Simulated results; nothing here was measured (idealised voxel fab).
process module | voxel ribs on slabs
cross-section cut | 155 nm wide | cells 5 nm
A cross-section is a grid of square cells, given in bands from the top down. A band is one or more rows of cells.
Each band's line starts with the height of the band's top and of its bottom, in nm. Then come its materials from left to right, each with its width in nm. One material with "throughout" fills the band from edge to edge. "air" is empty space.
Height 0 is the level under which the wafer as received is all one material. The lowest band goes on downwards, as in "0 down".
A width such as "30 to 40" changes by the same amount from each row of cells to the next, from the band's top row to its bottom row.
"no change" after a step means that no cell of the cross-section changed.
closed voids: empty space of 8 cells or more with no open way to the top, each as width x height at its distance from the left edge, in nm
after a step's settings: what the simulator itself notes on the step
overlay nm, on a step with a mask: how far to the right of its planned place the mask lay; to the left if negative
plan
1 op RECEIVE | material Si
2 op DIRECTIONAL_DEP | material SiO2 | thk nm 20
3 op DIRECTIONAL_DEP | material SiN | thk nm 20
4 op PATTERN | tone cover | mask id RIB | material resist | width nm 15 | thk nm 15 | overlay nm 0
5 op DIRECTIONAL_ETCH | etch materials SiN | depth nm 10
6 op STRIP | etch materials resist
7 op MASKED_ETCH | tone cover | mask id SLAB | width nm 75 | etch materials SiN | depth nm 10 | overlay nm 0
8 op FILL_DEP | material SiO2 | thk nm 25
9 op CMP | height nm 50
10 op DIRECTIONAL_DEP | material TiN | thk nm 5
11 op PATTERN | tone cover | mask id HEATER | material resist | width nm 25 | thk nm 20 | overlay nm 0
12 op DIRECTIONAL_ETCH | etch materials TiN | depth nm 5
13 op STRIP | etch materials resist
14 op CONFORMAL_DEP | material SiN | thk nm 10
varied across the wafers: height nm of step 9. The plan shows the first wafer's value. All wafers start alike
first wafer as received, after step 1
  0 down: Si throughout
  closed voids: none
first wafer at the end, after step 14
  65 to 60: air 55 | SiN 45 | air 55
  60 to 55: SiN throughout
  55 to 50: SiN 65 | TiN 25 | SiN 65
  50 to 40: SiO2 throughout
  40 to 30: SiO2 70 | SiN 15 | SiO2 70
  30 to 20: SiO2 40 | SiN 75 | SiO2 40
  20 to 0: SiO2 throughout
  0 down: Si throughout
  closed voids: none
last wafer at the end
  80 to 75: air 55 | SiN 45 | air 55
  75 to 70: SiN throughout
  70 to 65: SiN 65 | TiN 25 | SiN 65
  65 to 40: SiO2 throughout
  40 to 30: SiO2 70 | SiN 15 | SiO2 70
  30 to 20: SiO2 40 | SiN 75 | SiO2 40
  20 to 0: SiO2 throughout
  0 down: Si throughout
  closed voids: none
each wafer at the end: cells of each material gained (+) or lost (-) since it was received, then its closed voids
height nm 50 | +102 SiN | +274 SiO2 | +5 TiN | closed voids: none
height nm 55 | +102 SiN | +305 SiO2 | +5 TiN | closed voids: none
height nm 60 | +102 SiN | +336 SiO2 | +5 TiN | closed voids: none
height nm 65 | +102 SiN | +367 SiO2 | +5 TiN | closed voids: none
